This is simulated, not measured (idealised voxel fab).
Presented below is a process module, voxel capacitor over wiring.
In the cross-section labelled cut, the width is 190 nm and each square cell is 5 nm.
Each cross-section below is a grid of square cells, stated as bands in top-down order, with one or more rows of cells making up each band.
Look at the band entry: it leads with the top's height and the bottom's height in nm. Then it lists the materials left to right, with a width in nm for each. The word "everywhere" on a single material says that material fills the band edge to edge. The word "air" is empty space.
Measure heights from 0. That's the level where, below it, the as-received wafer is all one material. The lowest band is bottomless and extends downward; write it as in "z 0 and below".
When a width is written as two numbers, as in "30->40", the first number is the width in the top row of cells of the band and the second is the width in its bottom row, and the width changes by the same amount from each row to the next.
The designation "left unchanged", where it is given for a processing step, indicates that no cell of the cross-section was altered in the course of that step.
Closed-off voids of 8+ cells (no open route to the top) go in "Closed empty spaces", written width x height at distance from the left edge, in nm.
Read whatever lies past the settings on a step's line as the simulator's own remark about the step.
overlay nm: right-of-plan distance of the mask on a masked step; negative values mean left-of-plan.

PROCESS STEPS FORESEEN IN THE PLAN
1,RECEIVE, material Si
2,CONFORMAL_DEP, material SiO2, thk nm 10
3,CONFORMAL_DEP, material SiN, thk nm 5
4,DIRECTIONAL_DEP, material SiO2, thk nm 15
5,DIRECTIONAL_DEP, material aC, thk nm 10
6,PATTERN, tone open, mask id METAL_1, material resist, width nm 30, pitch nm 80, thk nm 30, overlay nm 0
7,DIRECTIONAL_ETCH, etch materials aC, depth nm 10
8,STRIP, etch materials resist
9,DIRECTIONAL_ETCH, etch materials SiO2, depth nm 15
10,DIRECTIONAL_ETCH, etch materials SiN, depth nm 5
11,STRIP, etch materials aC
12,CONFORMAL_DEP, material TiN, thk nm 5
13,FILL_DEP, material Ru, thk nm 10
14,CMP, height nm 30
15,EPI, material Ru, thk nm 5
16,FILL_DEP, material SiCN, thk nm 5
17,DIRECTIONAL_DEP, material SiO2, thk nm 10
18,MASKED_ETCH, tone open, mask id PLUG_1, width nm 15, etch materials SiO2, depth nm 10, overlay nm 0
19,MASKED_ETCH, tone open, mask id PLUG_1, width nm 15, etch materials SiCN, depth nm 5, overlay nm 0
20,CONFORMAL_DEP, material TiN, thk nm 5
21,FILL_DEP, material Cu, thk nm 5
22,CMP, height nm 50
23,DIRECTIONAL_DEP, material TiN, thk nm 5
24,DIRECTIONAL_DEP, material HfO2, thk nm 5
25,DIRECTIONAL_DEP, material TiN, thk nm 10
26,DIRECTIONAL_DEP, material aC, thk nm 15
27,PATTERN, tone cover, mask id UPPER_PLATE, material resist, width nm 55, thk nm 30, overlay nm 0
28,DIRECTIONAL_ETCH, etch materials aC, depth nm 15
29,STRIP, etch materials resist
30,DIRECTIONAL_ETCH, etch materials TiN, depth nm 10
31,DIRECTIONAL_ETCH, etch materials HfO2, depth nm 5
32,STRIP, etch materials aC
33,PATTERN, tone cover, mask id LOWER_PLATE, material resist, width nm 65, thk nm 15, overlay nm 0
34,DIRECTIONAL_ETCH, etch materials TiN, depth nm 5
35,STRIP, etch materials resist
36,FILL_DEP, material SiO2, thk nm 20
37,CMP, height nm 85
38,MASKED_ETCH, tone open, mask id PLUG_2, width nm 15, etch materials SiO2, depth nm 15, overlay nm 0
39,CONFORMAL_DEP, material TiN, thk nm 5
40,FILL_DEP, material W, thk nm 5
41,CMP, height nm 85
42,CONFORMAL_DEP, material SiCN, thk nm 5

WAFER, FIRST OF TWO, RUN AS PLANNED

CROSS-SECTION OF THE WAFER AT RECEIPT, WHICH IS THE CONDITION AFTER STEP 1
    z 0 and below  Si everywhere
    Closed empty spaces: none

AFTER STEP 2, IN CROSS-SECTION
    z 10 to 0  SiO2 everywhere
    Heights below 0 show no change.

AFTER STEP 3, IN CROSS-SECTION
    z 15 to 10  SiN everywhere
    Heights below 10 show no change.

AFTER STEP 4, IN CROSS-SECTION
    z 30 to 15  SiO2 everywhere
    Heights below 15 show no change.

AFTER STEP 5, IN CROSS-SECTION
    z 40 to 30  aC everywhere
    Heights below 30 show no change.

AFTER STEP 6, IN CROSS-SECTION
    z 70 to 40  resist 40 nm  air 30 nm  resist 50 nm  air 30 nm  resist 40 nm
    Heights below 40 show no change.

AFTER STEP 7, IN CROSS-SECTION
    z 60 to 40  resist 40 nm  air 30 nm  resist 50 nm  air 30 nm  resist 40 nm
    z 40 to 30  aC 40 nm  air 30 nm  aC 50 nm  air 30 nm  aC 40 nm
    Heights below 30 show no change.

AFTER STEP 8, IN CROSS-SECTION
    z 40 to 30  aC 40 nm  air 30 nm  aC 50 nm  air 30 nm  aC 40 nm
    Heights below 30 show no change.

AFTER STEP 9, IN CROSS-SECTION
    z 40 to 30  aC 40 nm  air 30 nm  aC 50 nm  air 30 nm  aC 40 nm
    z 30 to 15  SiO2 40 nm  air 30 nm  SiO2 50 nm  air 30 nm  SiO2 40 nm
    Heights below 15 show no change.

AFTER STEP 10, IN CROSS-SECTION
    z 40 to 30  aC 40 nm  air 30 nm  aC 50 nm  air 30 nm  aC 40 nm
    z 30 to 15  SiO2 40 nm  air 30 nm  SiO2 50 nm  air 30 nm  SiO2 40 nm
    z 15 to 10  SiN 40 nm  air 30 nm  SiN 50 nm  air 30 nm  SiN 40 nm
    Heights below 10 show no change.

AFTER STEP 11, IN CROSS-SECTION
    z 30 to 15  SiO2 40 nm  air 30 nm  SiO2 50 nm  air 30 nm  SiO2 40 nm
    Heights below 15 show no change.

AFTER STEP 12, IN CROSS-SECTION
    z 35 to 30  TiN 45 nm  air 20 nm  TiN 60 nm  air 20 nm  TiN 45 nm
    z 30 to 15  SiO2 40 nm  TiN 5 nm  air 20 nm  TiN 5 nm  SiO2 50 nm  TiN 5 nm  air 20 nm  TiN 5 nm  SiO2 40 nm
    z 15 to 10  SiN 40 nm  TiN 30 nm  SiN 50 nm  TiN 30 nm  SiN 40 nm
    Heights below 10 show no change.

AFTER STEP 13, IN CROSS-SECTION
    z 45 to 35  Ru everywhere
    z 35 to 30  TiN 45 nm  Ru 20 nm  TiN 60 nm  Ru 20 nm  TiN 45 nm
    z 30 to 15  SiO2 40 nm  TiN 5 nm  Ru 20 nm  TiN 5 nm  SiO2 50 nm  TiN 5 nm  Ru 20 nm  TiN 5 nm  SiO2 40 nm
    Heights below 15 show no change.

AFTER STEP 14, IN CROSS-SECTION
    z 30 to 15  SiO2 40 nm  TiN 5 nm  Ru 20 nm  TiN 5 nm  SiO2 50 nm  TiN 5 nm  Ru 20 nm  TiN 5 nm  SiO2 40 nm
    Heights below 15 show no change.

AFTER STEP 15, IN CROSS-SECTION
    z 35 to 30  air 35 nm  Ru 40 nm  air 40 nm  Ru 40 nm  air 35 nm
    Heights below 30 show no change.

AFTER STEP 16, IN CROSS-SECTION
    z 40 to 35  SiCN everywhere
    z 35 to 30  SiCN 35 nm  Ru 40 nm  SiCN 40 nm  Ru 40 nm  SiCN 35 nm
    Heights below 30 show no change.

AFTER STEP 17, IN CROSS-SECTION
    z 50 to 40  SiO2 everywhere
    Heights below 40 show no change.

AFTER STEP 18, IN CROSS-SECTION
    z 50 to 40  SiO2 55 nm  air 15 nm  SiO2 120 nm
    Heights below 40 show no change.

AFTER STEP 19, IN CROSS-SECTION
    z 50 to 40  SiO2 55 nm  air 15 nm  SiO2 120 nm
    z 40 to 35  SiCN 55 nm  air 15 nm  SiCN 120 nm
    Heights below 35 show no change.

AFTER STEP 20, IN CROSS-SECTION
    z 55 to 50  TiN 60 nm  air 5 nm  TiN 125 nm
    z 50 to 40  SiO2 55 nm  TiN 5 nm  air 5 nm  TiN 5 nm  SiO2 120 nm
    z 40 to 35  SiCN 55 nm  TiN 15 nm  SiCN 120 nm
    Heights below 35 show no change.

AFTER STEP 21, IN CROSS-SECTION
    z 60 to 55  Cu everywhere
    z 55 to 50  TiN 60 nm  Cu 5 nm  TiN 125 nm
    z 50 to 40  SiO2 55 nm  TiN 5 nm  Cu 5 nm  TiN 5 nm  SiO2 120 nm
    Heights below 40 show no change.

AFTER STEP 22, IN CROSS-SECTION
    z 50 to 40  SiO2 55 nm  TiN 5 nm  Cu 5 nm  TiN 5 nm  SiO2 120 nm
    Heights below 40 show no change.

AFTER STEP 23, IN CROSS-SECTION
    z 55 to 50  TiN everywhere
    Heights below 50 show no change.

AFTER STEP 24, IN CROSS-SECTION
    z 60 to 55  HfO2 everywhere
    Heights below 55 show no change.

AFTER STEP 25, IN CROSS-SECTION
    z 70 to 60  TiN everywhere
    Heights below 60 show no change.

AFTER STEP 26, IN CROSS-SECTION
    z 85 to 70  aC everywhere
    Heights below 70 show no change.

AFTER STEP 27, IN CROSS-SECTION
    z 115 to 85  air 55 nm  resist 55 nm  air 80 nm
    Heights below 85 show no change.

AFTER STEP 28, IN CROSS-SECTION
    z 100 to 85  air 55 nm  resist 55 nm  air 80 nm
    z 85 to 70  air 55 nm  aC 55 nm  air 80 nm
    Heights below 70 show no change.

AFTER STEP 29, IN CROSS-SECTION
    z 85 to 70  air 55 nm  aC 55 nm  air 80 nm
    Heights below 70 show no change.

AFTER STEP 30, IN CROSS-SECTION
    z 85 to 70  air 55 nm  aC 55 nm  air 80 nm
    z 70 to 60  air 55 nm  TiN 55 nm  air 80 nm
    Heights below 60 show no change.

AFTER STEP 31, IN CROSS-SECTION
    z 85 to 70  air 55 nm  aC 55 nm  air 80 nm
    z 70 to 60  air 55 nm  TiN 55 nm  air 80 nm
    z 60 to 55  air 55 nm  HfO2 55 nm  air 80 nm
    Heights below 55 show no change.

AFTER STEP 32, IN CROSS-SECTION
    z 70 to 60  air 55 nm  TiN 55 nm  air 80 nm
    Heights below 60 show no change.

AFTER STEP 33, IN CROSS-SECTION
    z 85 to 70  air 50 nm  resist 65 nm  air 75 nm
    z 70 to 60  air 50 nm  resist 5 nm  TiN 55 nm  resist 5 nm  air 75 nm
    z 60 to 55  air 50 nm  resist 5 nm  HfO2 55 nm  resist 5 nm  air 75 nm
    Heights below 55 show no change.

AFTER STEP 34, IN CROSS-SECTION
    z 85 to 70  air 50 nm  resist 65 nm  air 75 nm
    z 70 to 60  air 50 nm  resist 5 nm  TiN 55 nm  resist 5 nm  air 75 nm
    z 60 to 55  air 50 nm  resist 5 nm  HfO2 55 nm  resist 5 nm  air 75 nm
    z 55 to 50  air 50 nm  TiN 65 nm  air 75 nm
    Heights below 50 show no change.

AFTER STEP 35, IN CROSS-SECTION
    z 70 to 60  air 55 nm  TiN 55 nm  air 80 nm
    z 60 to 55  air 55 nm  HfO2 55 nm  air 80 nm
    Heights below 55 show no change.

AFTER STEP 36, IN CROSS-SECTION
    z 90 to 70  SiO2 everywhere
    z 70 to 60  SiO2 55 nm  TiN 55 nm  SiO2 80 nm
    z 60 to 55  SiO2 55 nm  HfO2 55 nm  SiO2 80 nm
    z 55 to 50  SiO2 50 nm  TiN 65 nm  SiO2 75 nm
    Heights below 50 show no change.

AFTER STEP 37, IN CROSS-SECTION
    z 85 to 70  SiO2 everywhere
    Heights below 70 show no change.

AFTER STEP 38, IN CROSS-SECTION
    z 85 to 70  SiO2 65 nm  air 15 nm  SiO2 110 nm
    Heights below 70 show no change.

AFTER STEP 39, IN CROSS-SECTION
    z 90 to 85  TiN 70 nm  air 5 nm  TiN 115 nm
    z 85 to 75  SiO2 65 nm  TiN 5 nm  air 5 nm  TiN 5 nm  SiO2 110 nm
    z 75 to 70  SiO2 65 nm  TiN 15 nm  SiO2 110 nm
    Heights below 70 show no change.

AFTER STEP 40, IN CROSS-SECTION
    z 95 to 90  W everywhere
    z 90 to 85  TiN 70 nm  W 5 nm  TiN 115 nm
    z 85 to 75  SiO2 65 nm  TiN 5 nm  W 5 nm  TiN 5 nm  SiO2 110 nm
    Heights below 75 show no change.

AFTER STEP 41, IN CROSS-SECTION
    z 85 to 75  SiO2 65 nm  TiN 5 nm  W 5 nm  TiN 5 nm  SiO2 110 nm
    Heights below 75 show no change.

AFTER STEP 42, IN CROSS-SECTION
    z 90 to 85  SiCN everywhere
    Heights below 85 show no change.

NOW THE OTHER WAFER: SAME START, SAME RECIPE, BUT WE MESSED UP ONE THING WHEN RUNNING IT. UP TO AND INCLUDING STEP 26 IT'S THE SAME AS THE FIRST ONE

PLANNED END OF STEP 27: SECOND WAFER, CROSS-SECTION
    z 115 to 85  resist 55 nm  air 55 nm  resist 80 nm
    Heights below 85 show no change.

PLANNED END OF STEP 28: SECOND WAFER, CROSS-SECTION
    z 100 to 85  resist 55 nm  air 55 nm  resist 80 nm
    z 85 to 70  aC 55 nm  air 55 nm  aC 80 nm
    Heights below 70 show no change.

PLANNED END OF STEP 29: SECOND WAFER, CROSS-SECTION
    z 85 to 70  aC 55 nm  air 55 nm  aC 80 nm
    Heights below 70 show no change.

PLANNED END OF STEP 30: SECOND WAFER, CROSS-SECTION
    z 85 to 70  aC 55 nm  air 55 nm  aC 80 nm
    z 70 to 60  TiN 55 nm  air 55 nm  TiN 80 nm
    Heights below 60 show no change.

PLANNED END OF STEP 31: SECOND WAFER, CROSS-SECTION
    z 85 to 70  aC 55 nm  air 55 nm  aC 80 nm
    z 70 to 60  TiN 55 nm  air 55 nm  TiN 80 nm
    z 60 to 55  HfO2 55 nm  air 55 nm  HfO2 80 nm
    Heights below 55 show no change.

PLANNED END OF STEP 32: SECOND WAFER, CROSS-SECTION
    z 70 to 60  TiN 55 nm  air 55 nm  TiN 80 nm
    Heights below 60 show no change.

PLANNED END OF STEP 33: SECOND WAFER, CROSS-SECTION
    z 85 to 70  air 50 nm  resist 65 nm  air 75 nm
    z 70 to 60  TiN 55 nm  resist 55 nm  TiN 80 nm
    z 60 to 55  HfO2 55 nm  resist 55 nm  HfO2 80 nm
    Heights below 55 show no change.

PLANNED END OF STEP 34: SECOND WAFER, CROSS-SECTION
    z 85 to 70  air 50 nm  resist 65 nm  air 75 nm
    z 70 to 65  air 50 nm  TiN 5 nm  resist 55 nm  TiN 5 nm  air 75 nm
    Heights below 65 show no change.

PLANNED END OF STEP 35: SECOND WAFER, CROSS-SECTION
    z 70 to 65  air 50 nm  TiN 5 nm  air 55 nm  TiN 5 nm  air 75 nm
    z 65 to 60  TiN 55 nm  air 55 nm  TiN 80 nm
    z 60 to 55  HfO2 55 nm  air 55 nm  HfO2 80 nm
    Heights below 55 show no change.

PLANNED END OF STEP 36: SECOND WAFER, CROSS-SECTION
    z 90 to 70  SiO2 everywhere
    z 70 to 65  SiO2 50 nm  TiN 5 nm  SiO2 55 nm  TiN 5 nm  SiO2 75 nm
    z 65 to 60  TiN 55 nm  SiO2 55 nm  TiN 80 nm
    z 60 to 55  HfO2 55 nm  SiO2 55 nm  HfO2 80 nm
    Heights below 55 show no change.

PLANNED END OF STEP 37: SECOND WAFER, CROSS-SECTION
    z 85 to 70  SiO2 everywhere
    Heights below 70 show no change.

PLANNED END OF STEP 38: SECOND WAFER, CROSS-SECTION
    z 85 to 70  SiO2 65 nm  air 15 nm  SiO2 110 nm
    Heights below 70 show no change.

PLANNED END OF STEP 39: SECOND WAFER, CROSS-SECTION
    z 90 to 85  TiN 70 nm  air 5 nm  TiN 115 nm
    z 85 to 75  SiO2 65 nm  TiN 5 nm  air 5 nm  TiN 5 nm  SiO2 110 nm
    z 75 to 70  SiO2 65 nm  TiN 15 nm  SiO2 110 nm
    Heights below 70 show no change.

PLANNED END OF STEP 40: SECOND WAFER, CROSS-SECTION
    z 95 to 90  W everywhere
    z 90 to 85  TiN 70 nm  W 5 nm  TiN 115 nm
    z 85 to 75  SiO2 65 nm  TiN 5 nm  W 5 nm  TiN 5 nm  SiO2 110 nm
    Heights below 75 show no change.

PLANNED END OF STEP 41: SECOND WAFER, CROSS-SECTION
    z 85 to 75  SiO2 65 nm  TiN 5 nm  W 5 nm  TiN 5 nm  SiO2 110 nm
    Heights below 75 show no change.

PLANNED END OF STEP 42: SECOND WAFER, CROSS-SECTION
    z 90 to 85  SiCN everywhere
    Heights below 85 show no change.
Misprocessing identified: in deviation from the planned setting, step 27 was conducted as PATTERN, tone open, mask id UPPER_PLATE, material resist, width nm 55, thk nm 30, overlay nm 0
End of process, cell counts, second wafer against first, materials with more or fewer: HfO2 +16, SiO2 -48, TiN +32
